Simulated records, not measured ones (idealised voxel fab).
Proc. module: voxel transistor to metal
The figure presents cross-section cut, which has a width of 205 nm and is divided into square cells with an edge length of 5 nm.
Each cross-section below is a grid of square cells, stated as bands in top-down order, with one or more rows of cells making up each band. Top, bottom (nm), then materials left to right with widths (nm); lone material tagged "full width" fills the whole band edge to edge; "air" = empty space. All heights in this document are referenced to 0, defined as the level beneath which the wafer, as received, consists entirely of one material. The lowest band is not bounded below; it extends indefinitely downward and is written in the form "0 nm and below". Think of "30..40" as a width that walks from the first number to the second as you go down the band, top row to bottom row, taking equal-sized steps from row to row. "remained the same" for a step: no cell of the cross-section changed in that step. Sealed cavities: empty space of 8 cells or more with no open way to the top, each as width x height at its distance from the left edge, in nm. Note: text after step settings on the step line = simulator remark on that step. overlay nm: step with mask; distance mask lay right of planned place; negative value = left of planned place.

Process steps - plan
1. RECEIVE (material Si)
2. CONFORMAL_DEP (material SiO2; thk nm 5)
3. CONFORMAL_DEP (material SiN; thk nm 15)
4. MASKED_ETCH (tone cover; mask id ACTIVE; width nm 105; etch materials SiN; depth nm 15; overlay nm 0)
5. MASKED_ETCH (tone cover; mask id ACTIVE; width nm 105; etch materials SiO2; depth nm 5; overlay nm 0)
6. MASKED_ETCH (tone cover; mask id ACTIVE; width nm 105; etch materials Si; depth nm 35; overlay nm 0)
7. FILL_DEP (material SiO2; thk nm 15)
8. CMP (height nm 20)
9. SELECTIVE_ETCH (etch materials SiO2; depth nm 5)
10. STRIP (etch materials SiN)
11. SELECTIVE_ETCH (etch materials SiO2; depth nm 5)
12. OXIDIZE (depth nm 5)
13. DIRECTIONAL_DEP (material polySi; thk nm 20)
14. DIRECTIONAL_DEP (material SiCN; thk nm 15)
15. DIRECTIONAL_DEP (material aC; thk nm 10)
16. PATTERN (tone cover; mask id GATE; material resist; width nm 15; thk nm 30; overlay nm 0)
17. DIRECTIONAL_ETCH (etch materials aC; depth nm 10)
18. STRIP (etch materials resist)
19. DIRECTIONAL_ETCH (etch materials SiCN; depth nm 25)
20. DIRECTIONAL_ETCH (etch materials polySi; depth nm 30)
21. STRIP (etch materials aC)
22. CONFORMAL_DEP (material SiO2; thk nm 5)
23. DIRECTIONAL_ETCH (etch materials SiO2; depth nm 5)
24. CONFORMAL_DEP (material SiN; thk nm 5)
25. DIRECTIONAL_ETCH (etch materials SiN; depth nm 5)
26. DIRECTIONAL_ETCH (etch materials SiO2; depth nm 5)
27. DIRECTIONAL_ETCH (etch materials Si; depth nm 15)
28. EPI (material nSi; thk nm 15)
29. FILL_DEP (material SiO2; thk nm 5)
30. CMP (height nm 35)
31. DIRECTIONAL_DEP (material SiO2; thk nm 15)
32. DIRECTIONAL_DEP (material aC; thk nm 15)
33. PATTERN (tone open; mask id CONTACT; material resist; width nm 35; pitch nm 60; thk nm 30; overlay nm 0)
34. DIRECTIONAL_ETCH (etch materials aC; depth nm 15)
35. STRIP (etch materials resist)
36. DIRECTIONAL_ETCH (etch materials SiO2; depth nm 40)
37. STRIP (etch materials aC)
38. CONFORMAL_DEP (material TiN; thk nm 5)
39. FILL_DEP (material Ru; thk nm 10)
40. CMP (height nm 50)
41. DIRECTIONAL_DEP (material TiN; thk nm 5)
42. DIRECTIONAL_DEP (material W; thk nm 15)
43. PATTERN (tone cover; mask id METAL_1; material resist; width nm 20; pitch nm 75; thk nm 15; overlay nm 0)
44. DIRECTIONAL_ETCH (etch materials W; depth nm 15)
45. DIRECTIONAL_ETCH (etch materials TiN; depth nm 5)
46. STRIP (etch materials resist)
47. FILL_DEP (material lowk; thk nm 5)
48. CMP (height nm 70)
49. CONFORMAL_DEP (material SiN; thk nm 5)

Run as planned: first of two wafers

Step 1 complete: cross-section of the wafer as received
* 0 nm and below | Si full width
* Sealed cavities: none

How the wafer stands in section after step 2
* 5 nm to 0 nm | SiO2 full width
* Note: structure below 0 unchanged.

How the wafer stands in section after step 3
* 20 nm to 5 nm | SiN full width
* Note: structure below 5 unchanged.

How the wafer stands in section after step 4
* 20 nm to 5 nm | air (50); SiN (105); air (50)
* Note: structure below 5 unchanged.

How the wafer stands in section after step 5
* 20 nm to 5 nm | air (50); SiN (105); air (50)
* 5 nm to 0 nm | air (50); SiO2 (105); air (50)
* Note: structure below 0 unchanged.

How the wafer stands in section after step 6
* 20 nm to 5 nm | air (50); SiN (105); air (50)
* 5 nm to 0 nm | air (50); SiO2 (105); air (50)
* 0 nm to -35 nm | air (50); Si (105); air (50)
* Note: structure below -35 unchanged.

How the wafer stands in section after step 7
* 35 nm to 20 nm | SiO2 full width
* 20 nm to 5 nm | SiO2 (50); SiN (105); SiO2 (50)
* 5 nm to 0 nm | SiO2 full width
* 0 nm to -35 nm | SiO2 (50); Si (105); SiO2 (50)
* Note: structure below -35 unchanged.

How the wafer stands in section after step 8
* 20 nm to 5 nm | SiO2 (50); SiN (105); SiO2 (50)
* Note: structure below 5 unchanged.

How the wafer stands in section after step 9
* 20 nm to 15 nm | air (50); SiN (105); air (50)
* Note: structure below 15 unchanged.

How the wafer stands in section after step 10
* 15 nm to 5 nm | SiO2 (50); air (105); SiO2 (50)
* Note: structure below 5 unchanged.

How the wafer stands in section after step 11
* 10 nm to 0 nm | SiO2 (45); air (115); SiO2 (45)
* Note: structure below 0 unchanged.

How the wafer stands in section after step 12
* 10 nm to 0 nm | SiO2 (45); air (115); SiO2 (45)
* 0 nm to -5 nm | SiO2 full width
* Note: structure below -5 unchanged.

How the wafer stands in section after step 13
* 30 nm to 20 nm | polySi (45); air (115); polySi (45)
* 20 nm to 10 nm | polySi full width
* 10 nm to 0 nm | SiO2 (45); polySi (115); SiO2 (45)
* Note: structure below 0 unchanged.

How the wafer stands in section after step 14
* 45 nm to 35 nm | SiCN (45); air (115); SiCN (45)
* 35 nm to 30 nm | SiCN full width
* 30 nm to 20 nm | polySi (45); SiCN (115); polySi (45)
* Note: structure below 20 unchanged.

How the wafer stands in section after step 15
* 55 nm to 45 nm | aC (45); air (115); aC (45)
* 45 nm to 35 nm | SiCN (45); aC (115); SiCN (45)
* Note: structure below 35 unchanged.

How the wafer stands in section after step 16
* 85 nm to 55 nm | air (95); resist (15); air (95)
* 55 nm to 45 nm | aC (45); air (50); resist (15); air (50); aC (45)
* Note: structure below 45 unchanged.

How the wafer stands in section after step 17
* 75 nm to 45 nm | air (95); resist (15); air (95)
* 45 nm to 35 nm | SiCN (45); air (50); aC (15); air (50); SiCN (45)
* Note: structure below 35 unchanged.

How the wafer stands in section after step 18
* 45 nm to 35 nm | SiCN (45); air (50); aC (15); air (50); SiCN (45)
* Note: structure below 35 unchanged.

How the wafer stands in section after step 19
* 45 nm to 35 nm | air (95); aC (15); air (95)
* 35 nm to 30 nm | air (95); SiCN (15); air (95)
* 30 nm to 20 nm | polySi (45); air (50); SiCN (15); air (50); polySi (45)
* Note: structure below 20 unchanged.

How the wafer stands in section after step 20
* 45 nm to 35 nm | air (95); aC (15); air (95)
* 35 nm to 20 nm | air (95); SiCN (15); air (95)
* 20 nm to 10 nm | air (95); polySi (15); air (95)
* 10 nm to 0 nm | SiO2 (45); air (50); polySi (15); air (50); SiO2 (45)
* Note: structure below 0 unchanged.

How the wafer stands in section after step 21
* 35 nm to 20 nm | air (95); SiCN (15); air (95)
* Note: structure below 20 unchanged.

How the wafer stands in section after step 22
* 40 nm to 35 nm | air (90); SiO2 (25); air (90)
* 35 nm to 20 nm | air (90); SiO2 (5); SiCN (15); SiO2 (5); air (90)
* 20 nm to 15 nm | air (90); SiO2 (5); polySi (15); SiO2 (5); air (90)
* 15 nm to 5 nm | SiO2 (50); air (40); SiO2 (5); polySi (15); SiO2 (5); air (40); SiO2 (50)
* 5 nm to 0 nm | SiO2 (95); polySi (15); SiO2 (95)
* Note: structure below 0 unchanged.

How the wafer stands in section after step 23
* 35 nm to 20 nm | air (90); SiO2 (5); SiCN (15); SiO2 (5); air (90)
* 20 nm to 10 nm | air (90); SiO2 (5); polySi (15); SiO2 (5); air (90)
* 10 nm to 0 nm | SiO2 (50); air (40); SiO2 (5); polySi (15); SiO2 (5); air (40); SiO2 (50)
* Note: structure below 0 unchanged.

How the wafer stands in section after step 24
* 40 nm to 35 nm | air (85); SiN (35); air (85)
* 35 nm to 20 nm | air (85); SiN (5); SiO2 (5); SiCN (15); SiO2 (5); SiN (5); air (85)
* 20 nm to 15 nm | air (85); SiN (5); SiO2 (5); polySi (15); SiO2 (5); SiN (5); air (85)
* 15 nm to 10 nm | SiN (55); air (30); SiN (5); SiO2 (5); polySi (15); SiO2 (5); SiN (5); air (30); SiN (55)
* 10 nm to 5 nm | SiO2 (50); SiN (5); air (30); SiN (5); SiO2 (5); polySi (15); SiO2 (5); SiN (5); air (30); SiN (5); SiO2 (50)
* 5 nm to 0 nm | SiO2 (50); SiN (40); SiO2 (5); polySi (15); SiO2 (5); SiN (40); SiO2 (50)
* Note: structure below 0 unchanged.

How the wafer stands in section after step 25
* 35 nm to 20 nm | air (85); SiN (5); SiO2 (5); SiCN (15); SiO2 (5); SiN (5); air (85)
* 20 nm to 10 nm | air (85); SiN (5); SiO2 (5); polySi (15); SiO2 (5); SiN (5); air (85)
* 10 nm to 0 nm | SiO2 (50); SiN (5); air (30); SiN (5); SiO2 (5); polySi (15); SiO2 (5); SiN (5); air (30); SiN (5); SiO2 (50)
* Note: structure below 0 unchanged.

How the wafer stands in section after step 26
* 35 nm to 30 nm | air (85); SiN (5); air (5); SiCN (15); air (5); SiN (5); air (85)
* 30 nm to 20 nm | air (85); SiN (5); SiO2 (5); SiCN (15); SiO2 (5); SiN (5); air (85)
* 20 nm to 10 nm | air (85); SiN (5); SiO2 (5); polySi (15); SiO2 (5); SiN (5); air (85)
* 10 nm to 5 nm | air (50); SiN (5); air (30); SiN (5); SiO2 (5); polySi (15); SiO2 (5); SiN (5); air (30); SiN (5); air (50)
* 5 nm to 0 nm | SiO2 (50); SiN (5); air (30); SiN (5); SiO2 (5); polySi (15); SiO2 (5); SiN (5); air (30); SiN (5); SiO2 (50)
* 0 nm to -5 nm | SiO2 (55); air (30); SiO2 (35); air (30); SiO2 (55)
* Note: structure below -5 unchanged.

How the wafer stands in section after step 27
* 35 nm to 30 nm | air (85); SiN (5); air (5); SiCN (15); air (5); SiN (5); air (85)
* 30 nm to 20 nm | air (85); SiN (5); SiO2 (5); SiCN (15); SiO2 (5); SiN (5); air (85)
* 20 nm to 10 nm | air (85); SiN (5); SiO2 (5); polySi (15); SiO2 (5); SiN (5); air (85)
* 10 nm to 5 nm | air (50); SiN (5); air (30); SiN (5); SiO2 (5); polySi (15); SiO2 (5); SiN (5); air (30); SiN (5); air (50)
* 5 nm to 0 nm | SiO2 (50); SiN (5); air (30); SiN (5); SiO2 (5); polySi (15); SiO2 (5); SiN (5); air (30); SiN (5); SiO2 (50)
* 0 nm to -5 nm | SiO2 (55); air (30); SiO2 (35); air (30); SiO2 (55)
* -5 nm to -20 nm | SiO2 (50); Si (5); air (30); Si (35); air (30); Si (5); SiO2 (50)
* Note: structure below -20 unchanged.

How the wafer stands in section after step 28
* 35 nm to 30 nm | air (85); SiN (5); air (5); SiCN (15); air (5); SiN (5); air (85)
* 30 nm to 20 nm | air (85); SiN (5); SiO2 (5); SiCN (15); SiO2 (5); SiN (5); air (85)
* 20 nm to 10 nm | air (85); SiN (5); SiO2 (5); polySi (15); SiO2 (5); SiN (5); air (85)
* 10 nm to 5 nm | air (50); SiN (5); nSi (30); SiN (5); SiO2 (5); polySi (15); SiO2 (5); SiN (5); nSi (30); SiN (5); air (50)
* 5 nm to 0 nm | SiO2 (50); SiN (5); nSi (30); SiN (5); SiO2 (5); polySi (15); SiO2 (5); SiN (5); nSi (30); SiN (5); SiO2 (50)
* 0 nm to -5 nm | SiO2 (55); nSi (30); SiO2 (35); nSi (30); SiO2 (55)
* -5 nm to -20 nm | SiO2 (50); Si (5); nSi (30); Si (35); nSi (30); Si (5); SiO2 (50)
* Note: structure below -20 unchanged.

How the wafer stands in section after step 29
* 40 nm to 35 nm | SiO2 full width
* 35 nm to 20 nm | SiO2 (85); SiN (5); SiO2 (5); SiCN (15); SiO2 (5); SiN (5); SiO2 (85)
* 20 nm to 10 nm | SiO2 (85); SiN (5); SiO2 (5); polySi (15); SiO2 (5); SiN (5); SiO2 (85)
* 10 nm to 0 nm | SiO2 (50); SiN (5); nSi (30); SiN (5); SiO2 (5); polySi (15); SiO2 (5); SiN (5); nSi (30); SiN (5); SiO2 (50)
* Note: structure below 0 unchanged.

How the wafer stands in section after step 30
* 35 nm to 20 nm | SiO2 (85); SiN (5); SiO2 (5); SiCN (15); SiO2 (5); SiN (5); SiO2 (85)
* Note: structure below 20 unchanged.

How the wafer stands in section after step 31
* 50 nm to 35 nm | SiO2 full width
* Note: structure below 35 unchanged.

How the wafer stands in section after step 32
* 65 nm to 50 nm | aC full width
* Note: structure below 50 unchanged.

How the wafer stands in section after step 33
* 95 nm to 65 nm | resist (55); air (35); resist (25); air (35); resist (55)
* Note: structure below 65 unchanged.

How the wafer stands in section after step 34
* 80 nm to 65 nm | resist (55); air (35); resist (25); air (35); resist (55)
* 65 nm to 50 nm | aC (55); air (35); aC (25); air (35); aC (55)
* Note: structure below 50 unchanged.

How the wafer stands in section after step 35
* 65 nm to 50 nm | aC (55); air (35); aC (25); air (35); aC (55)
* Note: structure below 50 unchanged.

How the wafer stands in section after step 36
* 65 nm to 50 nm | aC (55); air (35); aC (25); air (35); aC (55)
* 50 nm to 35 nm | SiO2 (55); air (35); SiO2 (25); air (35); SiO2 (55)
* 35 nm to 20 nm | SiO2 (55); air (30); SiN (5); SiO2 (5); SiCN (15); SiO2 (5); SiN (5); air (30); SiO2 (55)
* 20 nm to 10 nm | SiO2 (55); air (30); SiN (5); SiO2 (5); polySi (15); SiO2 (5); SiN (5); air (30); SiO2 (55)
* Note: structure below 10 unchanged.

How the wafer stands in section after step 37
* 50 nm to 35 nm | SiO2 (55); air (35); SiO2 (25); air (35); SiO2 (55)
* Note: structure below 35 unchanged.

How the wafer stands in section after step 38
* 55 nm to 50 nm | TiN (60); air (25); TiN (35); air (25); TiN (60)
* 50 nm to 40 nm | SiO2 (55); TiN (5); air (25); TiN (5); SiO2 (25); TiN (5); air (25); TiN (5); SiO2 (55)
* 40 nm to 35 nm | SiO2 (55); TiN (5); air (20); TiN (10); SiO2 (25); TiN (10); air (20); TiN (5); SiO2 (55)
* 35 nm to 20 nm | SiO2 (55); TiN (5); air (20); TiN (5); SiN (5); SiO2 (5); SiCN (15); SiO2 (5); SiN (5); TiN (5); air (20); TiN (5); SiO2 (55)
* 20 nm to 15 nm | SiO2 (55); TiN (5); air (20); TiN (5); SiN (5); SiO2 (5); polySi (15); SiO2 (5); SiN (5); TiN (5); air (20); TiN (5); SiO2 (55)
* 15 nm to 10 nm | SiO2 (55); TiN (30); SiN (5); SiO2 (5); polySi (15); SiO2 (5); SiN (5); TiN (30); SiO2 (55)
* Note: structure below 10 unchanged.

How the wafer stands in section after step 39
* 65 nm to 55 nm | Ru full width
* 55 nm to 50 nm | TiN (60); Ru (25); TiN (35); Ru (25); TiN (60)
* 50 nm to 40 nm | SiO2 (55); TiN (5); Ru (25); TiN (5); SiO2 (25); TiN (5); Ru (25); TiN (5); SiO2 (55)
* 40 nm to 35 nm | SiO2 (55); TiN (5); Ru (20); TiN (10); SiO2 (25); TiN (10); Ru (20); TiN (5); SiO2 (55)
* 35 nm to 20 nm | SiO2 (55); TiN (5); Ru (20); TiN (5); SiN (5); SiO2 (5); SiCN (15); SiO2 (5); SiN (5); TiN (5); Ru (20); TiN (5); SiO2 (55)
* 20 nm to 15 nm | SiO2 (55); TiN (5); Ru (20); TiN (5); SiN (5); SiO2 (5); polySi (15); SiO2 (5); SiN (5); TiN (5); Ru (20); TiN (5); SiO2 (55)
* Note: structure below 15 unchanged.

How the wafer stands in section after step 40
* 50 nm to 40 nm | SiO2 (55); TiN (5); Ru (25); TiN (5); SiO2 (25); TiN (5); Ru (25); TiN (5); SiO2 (55)
* Note: structure below 40 unchanged.

How the wafer stands in section after step 41
* 55 nm to 50 nm | TiN full width
* Note: structure below 50 unchanged.

How the wafer stands in section after step 42
* 70 nm to 55 nm | W full width
* Note: structure below 55 unchanged.

How the wafer stands in section after step 43
* 85 nm to 70 nm | air (55); resist (20); air (55); resist (20); air (55)
* Note: structure below 70 unchanged.

How the wafer stands in section after step 44
* 85 nm to 70 nm | air (55); resist (20); air (55); resist (20); air (55)
* 70 nm to 55 nm | air (55); W (20); air (55); W (20); air (55)
* Note: structure below 55 unchanged.

How the wafer stands in section after step 45
* 85 nm to 70 nm | air (55); resist (20); air (55); resist (20); air (55)
* 70 nm to 55 nm | air (55); W (20); air (55); W (20); air (55)
* 55 nm to 50 nm | air (55); TiN (20); air (55); TiN (20); air (55)
* Note: structure below 50 unchanged.

How the wafer stands in section after step 46
* 70 nm to 55 nm | air (55); W (20); air (55); W (20); air (55)
* Note: structure below 55 unchanged.

How the wafer stands in section after step 47
* 75 nm to 70 nm | lowk full width
* 70 nm to 55 nm | lowk (55); W (20); lowk (55); W (20); lowk (55)
* 55 nm to 50 nm | lowk (55); TiN (20); lowk (55); TiN (20); lowk (55)
* Note: structure below 50 unchanged.

How the wafer stands in section after step 48
* 70 nm to 55 nm | lowk (55); W (20); lowk (55); W (20); lowk (55)
* Note: structure below 55 unchanged.

How the wafer stands in section after step 49
* 75 nm to 70 nm | SiN full width
* Note: structure below 70 unchanged.

The second wafer was prepared from the same starting point and under the same plan as the first; its processing contained one mistake, and it remains indistinguishable from the first wafer up to and including step 2

The second wafer cut through, at the time step 3 was supposed to be finished: remained the same

The second wafer cut through, at the time step 4 was supposed to be finished: remained the same

The second wafer cut through, at the time step 5 was supposed to be finished
* 5 nm to 0 nm | air (50); SiO2 (105); air (50)
* Note: structure below 0 unchanged.

The second wafer cut through, at the time step 6 was supposed to be finished
* 5 nm to 0 nm | air (50); SiO2 (105); air (50)
* 0 nm to -35 nm | air (50); Si (105); air (50)
* Note: structure below -35 unchanged.

The second wafer cut through, at the time step 7 was supposed to be finished
* 20 nm to 0 nm | SiO2 full width
* 0 nm to -35 nm | SiO2 (50); Si (105); SiO2 (50)
* Note: structure below -35 unchanged.

The second wafer cut through, at the time step 8 was supposed to be finished: remained the same

The second wafer cut through, at the time step 9 was supposed to be finished
* 15 nm to 0 nm | SiO2 full width
* Note: structure below 0 unchanged.

The second wafer cut through, at the time step 10 was supposed to be finished: remained the same

The second wafer cut through, at the time step 11 was supposed to be finished
* 10 nm to 0 nm | SiO2 full width
* Note: structure below 0 unchanged.

The second wafer cut through, at the time step 12 was supposed to be finished: remained the same

The second wafer cut through, at the time step 13 was supposed to be finished
* 30 nm to 10 nm | polySi full width
* Note: structure below 10 unchanged.

The second wafer cut through, at the time step 14 was supposed to be finished
* 45 nm to 30 nm | SiCN full width
* Note: structure below 30 unchanged.

The second wafer cut through, at the time step 15 was supposed to be finished
* 55 nm to 45 nm | aC full width
* Note: structure below 45 unchanged.

The second wafer cut through, at the time step 16 was supposed to be finished
* 85 nm to 55 nm | air (95); resist (15); air (95)
* Note: structure below 55 unchanged.

The second wafer cut through, at the time step 17 was supposed to be finished
* 75 nm to 55 nm | air (95); resist (15); air (95)
* 55 nm to 45 nm | air (95); aC (15); air (95)
* Note: structure below 45 unchanged.

The second wafer cut through, at the time step 18 was supposed to be finished
* 55 nm to 45 nm | air (95); aC (15); air (95)
* Note: structure below 45 unchanged.

The second wafer cut through, at the time step 19 was supposed to be finished
* 55 nm to 45 nm | air (95); aC (15); air (95)
* 45 nm to 30 nm | air (95); SiCN (15); air (95)
* Note: structure below 30 unchanged.

The second wafer cut through, at the time step 20 was supposed to be finished
* 55 nm to 45 nm | air (95); aC (15); air (95)
* 45 nm to 30 nm | air (95); SiCN (15); air (95)
* 30 nm to 10 nm | air (95); polySi (15); air (95)
* Note: structure below 10 unchanged.

The second wafer cut through, at the time step 21 was supposed to be finished
* 45 nm to 30 nm | air (95); SiCN (15); air (95)
* Note: structure below 30 unchanged.

The second wafer cut through, at the time step 22 was supposed to be finished
* 50 nm to 45 nm | air (90); SiO2 (25); air (90)
* 45 nm to 30 nm | air (90); SiO2 (5); SiCN (15); SiO2 (5); air (90)
* 30 nm to 15 nm | air (90); SiO2 (5); polySi (15); SiO2 (5); air (90)
* 15 nm to 10 nm | SiO2 (95); polySi (15); SiO2 (95)
* Note: structure below 10 unchanged.

The second wafer cut through, at the time step 23 was supposed to be finished
* 45 nm to 30 nm | air (90); SiO2 (5); SiCN (15); SiO2 (5); air (90)
* 30 nm to 10 nm | air (90); SiO2 (5); polySi (15); SiO2 (5); air (90)
* Note: structure below 10 unchanged.

The second wafer cut through, at the time step 24 was supposed to be finished
* 50 nm to 45 nm | air (85); SiN (35); air (85)
* 45 nm to 30 nm | air (85); SiN (5); SiO2 (5); SiCN (15); SiO2 (5); SiN (5); air (85)
* 30 nm to 15 nm | air (85); SiN (5); SiO2 (5); polySi (15); SiO2 (5); SiN (5); air (85)
* 15 nm to 10 nm | SiN (90); SiO2 (5); polySi (15); SiO2 (5); SiN (90)
* Note: structure below 10 unchanged.

The second wafer cut through, at the time step 25 was supposed to be finished
* 45 nm to 30 nm | air (85); SiN (5); SiO2 (5); SiCN (15); SiO2 (5); SiN (5); air (85)
* 30 nm to 10 nm | air (85); SiN (5); SiO2 (5); polySi (15); SiO2 (5); SiN (5); air (85)
* Note: structure below 10 unchanged.

The second wafer cut through, at the time step 26 was supposed to be finished
* 45 nm to 40 nm | air (85); SiN (5); air (5); SiCN (15); air (5); SiN (5); air (85)
* 40 nm to 30 nm | air (85); SiN (5); SiO2 (5); SiCN (15); SiO2 (5); SiN (5); air (85)
* 30 nm to 10 nm | air (85); SiN (5); SiO2 (5); polySi (15); SiO2 (5); SiN (5); air (85)
* 10 nm to 5 nm | air (85); SiO2 (35); air (85)
* Note: structure below 5 unchanged.

The second wafer cut through, at the time step 27 was supposed to be finished: remained the same

The second wafer cut through, at the time step 28 was supposed to be finished: remained the same

The second wafer cut through, at the time step 29 was supposed to be finished
* 50 nm to 45 nm | SiO2 full width
* 45 nm to 30 nm | SiO2 (85); SiN (5); SiO2 (5); SiCN (15); SiO2 (5); SiN (5); SiO2 (85)
* 30 nm to 10 nm | SiO2 (85); SiN (5); SiO2 (5); polySi (15); SiO2 (5); SiN (5); SiO2 (85)
* 10 nm to 0 nm | SiO2 full width
* Note: structure below 0 unchanged.

The second wafer cut through, at the time step 30 was supposed to be finished
* 35 nm to 30 nm | SiO2 (85); SiN (5); SiO2 (5); SiCN (15); SiO2 (5); SiN (5); SiO2 (85)
* Note: structure below 30 unchanged.

The second wafer cut through, at the time step 31 was supposed to be finished
* 50 nm to 35 nm | SiO2 full width
* Note: structure below 35 unchanged.

The second wafer cut through, at the time step 32 was supposed to be finished
* 65 nm to 50 nm | aC full width
* Note: structure below 50 unchanged.

The second wafer cut through, at the time step 33 was supposed to be finished
* 95 nm to 65 nm | resist (55); air (35); resist (25); air (35); resist (55)
* Note: structure below 65 unchanged.

The second wafer cut through, at the time step 34 was supposed to be finished
* 80 nm to 65 nm | resist (55); air (35); resist (25); air (35); resist (55)
* 65 nm to 50 nm | aC (55); air (35); aC (25); air (35); aC (55)
* Note: structure below 50 unchanged.

The second wafer cut through, at the time step 35 was supposed to be finished
* 65 nm to 50 nm | aC (55); air (35); aC (25); air (35); aC (55)
* Note: structure below 50 unchanged.

The second wafer cut through, at the time step 36 was supposed to be finished
* 65 nm to 50 nm | aC (55); air (35); aC (25); air (35); aC (55)
* 50 nm to 35 nm | SiO2 (55); air (35); SiO2 (25); air (35); SiO2 (55)
* 35 nm to 30 nm | SiO2 (55); air (30); SiN (5); SiO2 (5); SiCN (15); SiO2 (5); SiN (5); air (30); SiO2 (55)
* 30 nm to 10 nm | SiO2 (55); air (30); SiN (5); SiO2 (5); polySi (15); SiO2 (5); SiN (5); air (30); SiO2 (55)
* Note: structure below 10 unchanged.

The second wafer cut through, at the time step 37 was supposed to be finished
* 50 nm to 35 nm | SiO2 (55); air (35); SiO2 (25); air (35); SiO2 (55)
* Note: structure below 35 unchanged.

The second wafer cut through, at the time step 38 was supposed to be finished
* 55 nm to 50 nm | TiN (60); air (25); TiN (35); air (25); TiN (60)
* 50 nm to 40 nm | SiO2 (55); TiN (5); air (25); TiN (5); SiO2 (25); TiN (5); air (25); TiN (5); SiO2 (55)
* 40 nm to 35 nm | SiO2 (55); TiN (5); air (20); TiN (10); SiO2 (25); TiN (10); air (20); TiN (5); SiO2 (55)
* 35 nm to 30 nm | SiO2 (55); TiN (5); air (20); TiN (5); SiN (5); SiO2 (5); SiCN (15); SiO2 (5); SiN (5); TiN (5); air (20); TiN (5); SiO2 (55)
* 30 nm to 15 nm | SiO2 (55); TiN (5); air (20); TiN (5); SiN (5); SiO2 (5); polySi (15); SiO2 (5); SiN (5); TiN (5); air (20); TiN (5); SiO2 (55)
* 15 nm to 10 nm | SiO2 (55); TiN (30); SiN (5); SiO2 (5); polySi (15); SiO2 (5); SiN (5); TiN (30); SiO2 (55)
* Note: structure below 10 unchanged.

The second wafer cut through, at the time step 39 was supposed to be finished
* 65 nm to 55 nm | Ru full width
* 55 nm to 50 nm | TiN (60); Ru (25); TiN (35); Ru (25); TiN (60)
* 50 nm to 40 nm | SiO2 (55); TiN (5); Ru (25); TiN (5); SiO2 (25); TiN (5); Ru (25); TiN (5); SiO2 (55)
* 40 nm to 35 nm | SiO2 (55); TiN (5); Ru (20); TiN (10); SiO2 (25); TiN (10); Ru (20); TiN (5); SiO2 (55)
* 35 nm to 30 nm | SiO2 (55); TiN (5); Ru (20); TiN (5); SiN (5); SiO2 (5); SiCN (15); SiO2 (5); SiN (5); TiN (5); Ru (20); TiN (5); SiO2 (55)
* 30 nm to 15 nm | SiO2 (55); TiN (5); Ru (20); TiN (5); SiN (5); SiO2 (5); polySi (15); SiO2 (5); SiN (5); TiN (5); Ru (20); TiN (5); SiO2 (55)
* Note: structure below 15 unchanged.

The second wafer cut through, at the time step 40 was supposed to be finished
* 50 nm to 40 nm | SiO2 (55); TiN (5); Ru (25); TiN (5); SiO2 (25); TiN (5); Ru (25); TiN (5); SiO2 (55)
* Note: structure below 40 unchanged.

The second wafer cut through, at the time step 41 was supposed to be finished
* 55 nm to 50 nm | TiN full width
* Note: structure below 50 unchanged.

The second wafer cut through, at the time step 42 was supposed to be finished
* 70 nm to 55 nm | W full width
* Note: structure below 55 unchanged.

The second wafer cut through, at the time step 43 was supposed to be finished
* 85 nm to 70 nm | air (55); resist (20); air (55); resist (20); air (55)
* Note: structure below 70 unchanged.

The second wafer cut through, at the time step 44 was supposed to be finished
* 85 nm to 70 nm | air (55); resist (20); air (55); resist (20); air (55)
* 70 nm to 55 nm | air (55); W (20); air (55); W (20); air (55)
* Note: structure below 55 unchanged.

The second wafer cut through, at the time step 45 was supposed to be finished
* 85 nm to 70 nm | air (55); resist (20); air (55); resist (20); air (55)
* 70 nm to 55 nm | air (55); W (20); air (55); W (20); air (55)
* 55 nm to 50 nm | air (55); TiN (20); air (55); TiN (20); air (55)
* Note: structure below 50 unchanged.

The second wafer cut through, at the time step 46 was supposed to be finished
* 70 nm to 55 nm | air (55); W (20); air (55); W (20); air (55)
* Note: structure below 55 unchanged.

The second wafer cut through, at the time step 47 was supposed to be finished
* 75 nm to 70 nm | lowk full width
* 70 nm to 55 nm | lowk (55); W (20); lowk (55); W (20); lowk (55)
* 55 nm to 50 nm | lowk (55); TiN (20); lowk (55); TiN (20); lowk (55)
* Note: structure below 50 unchanged.

The second wafer cut through, at the time step 48 was supposed to be finished
* 70 nm to 55 nm | lowk (55); W (20); lowk (55); W (20); lowk (55)
* Note: structure below 55 unchanged.

The second wafer cut through, at the time step 49 was supposed to be finished
* 75 nm to 70 nm | SiN full width
* Note: structure below 70 unchanged.
The plan and the run diverged here: skipped: plan step 3 (never run)
End of process, cell counts, second wafer against first, materials with more or fewer: Si +57, SiCN -6, SiN -8, SiO2 +29, nSi -72
